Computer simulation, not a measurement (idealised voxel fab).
process module | voxel transistor to metal
cross-section cut | 190 nm wide | cells 5 nm
A cross-section is a grid of square cells, given in bands from the top down. A band is one or more rows of cells.
Each band's line starts with the height of the band's top and of its bottom, in nm. Then come its materials from left to right, each with its width in nm. One material with "throughout" fills the band from edge to edge. "air" is empty space.
Height 0 is the level under which the wafer as received is all one material. The lowest band goes on downwards, as in "0 down".
A width such as "30 to 40" changes by the same amount from each row of cells to the next, from the band's top row to its bottom row.
"no change" after a step means that no cell of the cross-section changed.
closed voids: empty space of 8 cells or more with no open way to the top, each as width x height at its distance from the left edge, in nm
after a step's settings: what the simulator itself notes on the step
overlay nm, on a step with a mask: how far to the right of its planned place the mask lay; to the left if negative
plan
1 op RECEIVE | material Si
2 op OXIDIZE | depth nm 5
3 op CONFORMAL_DEP | material SiN | thk nm 15
4 op MASKED_ETCH | tone cover | mask id ACTIVE | width nm 95 | etch materials SiN | depth nm 15 | overlay nm 0
5 op MASKED_ETCH | tone cover | mask id ACTIVE | width nm 95 | etch materials SiO2 | depth nm 5 | overlay nm 0
6 op MASKED_ETCH | tone cover | mask id ACTIVE | width nm 95 | etch materials Si | depth nm 20 | overlay nm 0
7 op OXIDIZE | depth nm 5
8 op FILL_DEP | material SiO2 | thk nm 5
9 op CMP | height nm 5
10 op SELECTIVE_ETCH | etch materials SiO2 | depth nm 15
11 op STRIP | etch materials SiN
12 op SELECTIVE_ETCH | etch materials SiO2 | depth nm 5
13 op OXIDIZE | depth nm 5
14 op DIRECTIONAL_DEP | material polySi | thk nm 25
15 op DIRECTIONAL_DEP | material SiCN | thk nm 15
16 op PATTERN | tone cover | mask id GATE | material resist | width nm 15 | thk nm 15 | overlay nm 0
17 op DIRECTIONAL_ETCH | etch materials SiCN | depth nm 25
18 op DIRECTIONAL_ETCH | etch materials polySi | depth nm 35
19 op STRIP | etch materials resist
20 op CONFORMAL_DEP | material SiO2 | thk nm 5
21 op DIRECTIONAL_ETCH | etch materials SiO2 | depth nm 5
22 op CONFORMAL_DEP | material SiN | thk nm 5
23 op DIRECTIONAL_ETCH | etch materials SiN | depth nm 5
24 op DIRECTIONAL_ETCH | etch materials SiO2 | depth nm 5
25 op DIRECTIONAL_ETCH | etch materials Si | depth nm 15
26 op EPI | material SiGe | thk nm 15
27 op FILL_DEP | material SiO2 | thk nm 5
28 op CMP | height nm 35
29 op DIRECTIONAL_DEP | material SiO2 | thk nm 10
30 op DIRECTIONAL_DEP | material aC | thk nm 15
31 op PATTERN | tone open | mask id CONTACT | material resist | width nm 25 | pitch nm 50 | thk nm 35 | overlay nm 0
32 op DIRECTIONAL_ETCH | etch materials aC | depth nm 15
33 op STRIP | etch materials resist
34 op DIRECTIONAL_ETCH | etch materials SiO2 | depth nm 55
35 op STRIP | etch materials aC
36 op CONFORMAL_DEP | material TiN | thk nm 5
37 op FILL_DEP | material Ru | thk nm 5
38 op CMP | height nm 45
39 op CONFORMAL_DEP | material SiN | thk nm 5
40 op DIRECTIONAL_DEP | material lowk | thk nm 20
41 op PATTERN | tone open | mask id METAL_1 | material resist | width nm 15 | pitch nm 60 | thk nm 15 | overlay nm 0
42 op DIRECTIONAL_ETCH | etch materials lowk | depth nm 20
43 op DIRECTIONAL_ETCH | etch materials SiN | depth nm 5
44 op STRIP | etch materials resist
45 op CONFORMAL_DEP | material TiN | thk nm 5
46 op FILL_DEP | material Cu | thk nm 10
47 op CMP | height nm 70
48 op CONFORMAL_DEP | material SiN | thk nm 5
varied across the wafers: height nm of step 9. The plan shows the first wafer's value. All wafers start alike
first wafer as received, after step 1
  0 down: Si throughout
  closed voids: none
first wafer at the end, after step 48
  75 to 70: SiN throughout
  70 to 50: lowk 55 | TiN 5 | Cu 5 | TiN 5 | lowk 45 | TiN 5 | Cu 5 | TiN 5 | lowk 60
  50 to 45: SiN 55 | TiN 15 | SiN 45 | TiN 15 | SiN 60
  45 to 35: SiO2 55 | TiN 5 | Ru 15 to 10 | TiN 5 to 10 | SiO2 25 | TiN 5 to 10 | Ru 15 to 10 | TiN 5 | SiO2 60
  35 to 20: SiO2 55 | TiN 5 | Ru 10 | TiN 5 | SiN 5 | SiO2 5 | SiCN 15 | SiO2 5 | SiN 5 | TiN 5 | Ru 10 | TiN 5 | SiO2 60
  20 to 10: SiO2 55 | TiN 5 | Ru 10 | TiN 5 | SiN 5 | SiO2 5 | polySi 15 | SiO2 5 | SiN 5 | TiN 5 | Ru 10 | TiN 5 | SiO2 60
  10 to 5: SiO2 55 | TiN 20 | SiN 5 | SiO2 5 | polySi 15 | SiO2 5 | SiN 5 | TiN 20 | SiO2 60
  5 to -5: SiO2 55 | TiN 5 | SiGe 15 | SiN 5 | SiO2 5 | polySi 15 | SiO2 5 | SiN 5 | SiGe 15 | TiN 5 | SiO2 60
  -5 to -10: SiO2 40 | SiN 5 | SiO2 5 | SiGe 25 | SiO2 35 | SiGe 25 | SiO2 5 | SiN 5 | SiO2 45
  -10 to -15: SiO2 40 | SiN 5 | SiO2 10 | SiGe 20 | Si 35 | SiGe 20 | SiO2 10 | SiN 5 | SiO2 45
  -15 to -20: SiO2 55 | SiGe 20 | Si 35 | SiGe 20 | SiO2 60
  -20 to -25: SiO2 50 | Si 5 | SiGe 20 | Si 35 | SiGe 20 | Si 5 | SiO2 55
  -25 to -30: SiO2 50 | Si 85 | SiO2 55
  -30 down: Si throughout
  closed voids: none
last wafer at the end
  75 to 70: SiN throughout
  70 to 50: lowk 55 | TiN 5 | Cu 5 | TiN 5 | lowk 45 | TiN 5 | Cu 5 | TiN 5 | lowk 60
  50 to 45: SiN 55 | TiN 15 | SiN 45 | TiN 15 | SiN 60
  45 to 35: SiO2 55 | TiN 5 | Ru 15 to 10 | TiN 5 to 10 | SiO2 25 | TiN 5 to 10 | Ru 15 to 10 | TiN 5 | SiO2 60
  35 to 20: SiO2 55 | TiN 5 | Ru 10 | TiN 5 | SiN 5 | SiO2 5 | SiCN 15 | SiO2 5 | SiN 5 | TiN 5 | Ru 10 | TiN 5 | SiO2 60
  20 to 10: SiO2 55 | TiN 5 | Ru 10 | TiN 5 | SiN 5 | SiO2 5 | polySi 15 | SiO2 5 | SiN 5 | TiN 5 | Ru 10 | TiN 5 | SiO2 60
  10 to 5: SiO2 55 | TiN 20 | SiN 5 | SiO2 5 | polySi 15 | SiO2 5 | SiN 5 | TiN 20 | SiO2 60
  5 to 0: SiO2 55 | TiN 5 | SiGe 15 | SiN 5 | SiO2 5 | polySi 15 | SiO2 5 | SiN 5 | SiGe 15 | TiN 5 | SiO2 60
  0 to -5: SiO2 45 | SiN 5 | SiO2 5 | TiN 5 | SiGe 15 | SiN 5 | SiO2 5 | polySi 15 | SiO2 5 | SiN 5 | SiGe 15 | TiN 5 | SiO2 5 | SiN 5 | SiO2 50
  -5 to -10: SiO2 55 | TiN 5 | SiGe 15 | SiO2 35 | SiGe 15 | TiN 5 | SiO2 60
  -10 to -25: SiO2 50 | SiGe 25 | Si 35 | SiGe 25 | SiO2 55
  -25 to -30: SiO2 50 | Si 85 | SiO2 55
  -30 down: Si throughout
  closed voids: none
each wafer at the end: cells of each material gained (+) or lost (-) since it was received, then its closed voids
height nm 5 | +8 Cu | +30 Ru | -188 Si | +9 SiCN | +46 SiGe | +90 SiN | +368 SiO2 | +64 TiN | +128 lowk | +15 polySi | closed voids: none
height nm 10 | +8 Cu | +30 Ru | -186 Si | +9 SiCN | +54 SiGe | +88 SiN | +362 SiO2 | +62 TiN | +128 lowk | +15 polySi | closed voids: none
height nm 15 | +8 Cu | +30 Ru | -190 Si | +9 SiCN | +48 SiGe | +86 SiN | +370 SiO2 | +66 TiN | +128 lowk | +15 polySi | closed voids: none
height nm 20 | +8 Cu | +30 Ru | -190 Si | +9 SiCN | +48 SiGe | +88 SiN | +368 SiO2 | +66 TiN | +128 lowk | +15 polySi | closed voids: none
